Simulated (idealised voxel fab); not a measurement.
process module | voxel quadruple lines
cross-section cut | 270 nm wide | cells 5 nm
A cross-section is a grid of square cells, given in bands from the top down. A band is one or more rows of cells.
Each band's line starts with the height of the band's top and of its bottom, in nm. Then come its materials from left to right, each with its width in nm. One material with "throughout" fills the band from edge to edge. "air" is empty space.
Height 0 is the level under which the wafer as received is all one material. The lowest band goes on downwards, as in "0 down".
A width such as "30 to 40" changes by the same amount from each row of cells to the next, from the band's top row to its bottom row.
"no change" after a step means that no cell of the cross-section changed.
closed voids: empty space of 8 cells or more with no open way to the top, each as width x height at its distance from the left edge, in nm
after a step's settings: what the simulator itself notes on the step
overlay nm, on a step with a mask: how far to the right of its planned place the mask lay; to the left if negative
plan
1 op RECEIVE | material Si
2 op CONFORMAL_DEP | material Al2O3 | thk nm 10
3 op DIRECTIONAL_DEP | material TiN | thk nm 10
4 op DIRECTIONAL_DEP | material polySi | thk nm 15
5 op DIRECTIONAL_DEP | material aC | thk nm 25
6 op PATTERN | tone cover | mask id MANDREL | material resist | width nm 20 | pitch nm 60 | thk nm 30 | overlay nm 0
7 op DIRECTIONAL_ETCH | etch materials aC | depth nm 25
8 op STRIP | etch materials resist
9 op CONFORMAL_DEP | material SiO2 | thk nm 10
10 op DIRECTIONAL_ETCH | etch materials SiO2 | depth nm 10
11 op STRIP | etch materials aC
12 op DIRECTIONAL_ETCH | etch materials polySi | depth nm 15
13 op STRIP | etch materials SiO2
14 op CONFORMAL_DEP | material SiCN | thk nm 5
15 op DIRECTIONAL_ETCH | etch materials SiCN | depth nm 5
16 op STRIP | etch materials polySi
17 op DIRECTIONAL_ETCH | etch materials TiN | depth nm 10
18 op STRIP | etch materials SiCN
first wafer, as planned
as received, after step 1
  0 down: Si throughout
  closed voids: none
after step 2
  10 to 0: Al2O3 throughout
  below 0: unchanged
after step 3
  20 to 10: TiN throughout
  below 10: unchanged
after step 4
  35 to 20: polySi throughout
  below 20: unchanged
after step 5
  60 to 35: aC throughout
  below 35: unchanged
after step 6
  90 to 60: air 95 | resist 20 | air 40 | resist 20 | air 95
  below 60: unchanged
after step 7
  65 to 60: air 95 | resist 20 | air 40 | resist 20 | air 95
  60 to 35: air 95 | aC 20 | air 40 | aC 20 | air 95
  below 35: unchanged
after step 8
  60 to 35: air 95 | aC 20 | air 40 | aC 20 | air 95
  below 35: unchanged
after step 9
  70 to 60: air 85 | SiO2 40 | air 20 | SiO2 40 | air 85
  60 to 45: air 85 | SiO2 10 | aC 20 | SiO2 10 | air 20 | SiO2 10 | aC 20 | SiO2 10 | air 85
  45 to 35: SiO2 95 | aC 20 | SiO2 40 | aC 20 | SiO2 95
  below 35: unchanged
after step 10
  60 to 35: air 85 | SiO2 10 | aC 20 | SiO2 10 | air 20 | SiO2 10 | aC 20 | SiO2 10 | air 85
  below 35: unchanged
after step 11
  60 to 35: air 85 | SiO2 10 | air 20 | SiO2 10 | air 20 | SiO2 10 | air 20 | SiO2 10 | air 85
  below 35: unchanged
after step 12
  60 to 35: air 85 | SiO2 10 | air 20 | SiO2 10 | air 20 | SiO2 10 | air 20 | SiO2 10 | air 85
  35 to 20: air 85 | polySi 10 | air 20 | polySi 10 | air 20 | polySi 10 | air 20 | polySi 10 | air 85
  below 20: unchanged
after step 13
  35 to 20: air 85 | polySi 10 | air 20 | polySi 10 | air 20 | polySi 10 | air 20 | polySi 10 | air 85
  below 20: unchanged
after step 14
  40 to 35: air 80 | SiCN 20 | air 10 | SiCN 20 | air 10 | SiCN 20 | air 10 | SiCN 20 | air 80
  35 to 25: air 80 | SiCN 5 | polySi 10 | SiCN 5 | air 10 | SiCN 5 | polySi 10 | SiCN 5 | air 10 | SiCN 5 | polySi 10 | SiCN 5 | air 10 | SiCN 5 | polySi 10 | SiCN 5 | air 80
  25 to 20: SiCN 85 | polySi 10 | SiCN 20 | polySi 10 | SiCN 20 | polySi 10 | SiCN 20 | polySi 10 | SiCN 85
  below 20: unchanged
after step 15
  35 to 20: air 80 | SiCN 5 | polySi 10 | SiCN 5 | air 10 | SiCN 5 | polySi 10 | SiCN 5 | air 10 | SiCN 5 | polySi 10 | SiCN 5 | air 10 | SiCN 5 | polySi 10 | SiCN 5 | air 80
  below 20: unchanged
after step 16
  35 to 20: air 80 | SiCN 5 | air 10 | SiCN 5 | air 10 | SiCN 5 | air 10 | SiCN 5 | air 10 | SiCN 5 | air 10 | SiCN 5 | air 10 | SiCN 5 | air 10 | SiCN 5 | air 80
  below 20: unchanged
after step 17
  35 to 20: air 80 | SiCN 5 | air 10 | SiCN 5 | air 10 | SiCN 5 | air 10 | SiCN 5 | air 10 | SiCN 5 | air 10 | SiCN 5 | air 10 | SiCN 5 | air 10 | SiCN 5 | air 80
  20 to 10: air 80 | TiN 5 | air 10 | TiN 5 | air 10 | TiN 5 | air 10 | TiN 5 | air 10 | TiN 5 | air 10 | TiN 5 | air 10 | TiN 5 | air 10 | TiN 5 | air 80
  below 10: unchanged
after step 18
  20 to 10: air 80 | TiN 5 | air 10 | TiN 5 | air 10 | TiN 5 | air 10 | TiN 5 | air 10 | TiN 5 | air 10 | TiN 5 | air 10 | TiN 5 | air 10 | TiN 5 | air 80
  below 10: unchanged
second wafer: like start, like plan, one mistake. Through step 5 it matches the first wafer
when step 6 should have ended
  90 to 60: air 100 | resist 20 | air 40 | resist 20 | air 90
  below 60: unchanged
when step 7 should have ended
  65 to 60: air 100 | resist 20 | air 40 | resist 20 | air 90
  60 to 35: air 100 | aC 20 | air 40 | aC 20 | air 90
  below 35: unchanged
when step 8 should have ended
  60 to 35: air 100 | aC 20 | air 40 | aC 20 | air 90
  below 35: unchanged
when step 9 should have ended
  70 to 60: air 90 | SiO2 40 | air 20 | SiO2 40 | air 80
  60 to 45: air 90 | SiO2 10 | aC 20 | SiO2 10 | air 20 | SiO2 10 | aC 20 | SiO2 10 | air 80
  45 to 35: SiO2 100 | aC 20 | SiO2 40 | aC 20 | SiO2 90
  below 35: unchanged
when step 10 should have ended
  60 to 35: air 90 | SiO2 10 | aC 20 | SiO2 10 | air 20 | SiO2 10 | aC 20 | SiO2 10 | air 80
  below 35: unchanged
when step 11 should have ended
  60 to 35: air 90 | SiO2 10 | air 20 | SiO2 10 | air 20 | SiO2 10 | air 20 | SiO2 10 | air 80
  below 35: unchanged
when step 12 should have ended
  60 to 35: air 90 | SiO2 10 | air 20 | SiO2 10 | air 20 | SiO2 10 | air 20 | SiO2 10 | air 80
  35 to 20: air 90 | polySi 10 | air 20 | polySi 10 | air 20 | polySi 10 | air 20 | polySi 10 | air 80
  below 20: unchanged
when step 13 should have ended
  35 to 20: air 90 | polySi 10 | air 20 | polySi 10 | air 20 | polySi 10 | air 20 | polySi 10 | air 80
  below 20: unchanged
when step 14 should have ended
  40 to 35: air 85 | SiCN 20 | air 10 | SiCN 20 | air 10 | SiCN 20 | air 10 | SiCN 20 | air 75
  35 to 25: air 85 | SiCN 5 | polySi 10 | SiCN 5 | air 10 | SiCN 5 | polySi 10 | SiCN 5 | air 10 | SiCN 5 | polySi 10 | SiCN 5 | air 10 | SiCN 5 | polySi 10 | SiCN 5 | air 75
  25 to 20: SiCN 90 | polySi 10 | SiCN 20 | polySi 10 | SiCN 20 | polySi 10 | SiCN 20 | polySi 10 | SiCN 80
  below 20: unchanged
when step 15 should have ended
  35 to 20: air 85 | SiCN 5 | polySi 10 | SiCN 5 | air 10 | SiCN 5 | polySi 10 | SiCN 5 | air 10 | SiCN 5 | polySi 10 | SiCN 5 | air 10 | SiCN 5 | polySi 10 | SiCN 5 | air 75
  below 20: unchanged
when step 16 should have ended
  35 to 20: air 85 | SiCN 5 | air 10 | SiCN 5 | air 10 | SiCN 5 | air 10 | SiCN 5 | air 10 | SiCN 5 | air 10 | SiCN 5 | air 10 | SiCN 5 | air 10 | SiCN 5 | air 75
  below 20: unchanged
when step 17 should have ended
  35 to 20: air 85 | SiCN 5 | air 10 | SiCN 5 | air 10 | SiCN 5 | air 10 | SiCN 5 | air 10 | SiCN 5 | air 10 | SiCN 5 | air 10 | SiCN 5 | air 10 | SiCN 5 | air 75
  20 to 10: air 85 | TiN 5 | air 10 | TiN 5 | air 10 | TiN 5 | air 10 | TiN 5 | air 10 | TiN 5 | air 10 | TiN 5 | air 10 | TiN 5 | air 10 | TiN 5 | air 75
  below 10: unchanged
when step 18 should have ended
  20 to 10: air 85 | TiN 5 | air 10 | TiN 5 | air 10 | TiN 5 | air 10 | TiN 5 | air 10 | TiN 5 | air 10 | TiN 5 | air 10 | TiN 5 | air 10 | TiN 5 | air 75
  below 10: unchanged
what went wrong: step 6 ran as: op PATTERN | tone cover | mask id MANDREL | material resist | width nm 20 | pitch nm 60 | thk nm 30 | overlay nm 5
at the end the second wafer has, in cells: as many of each material as the first, in other places
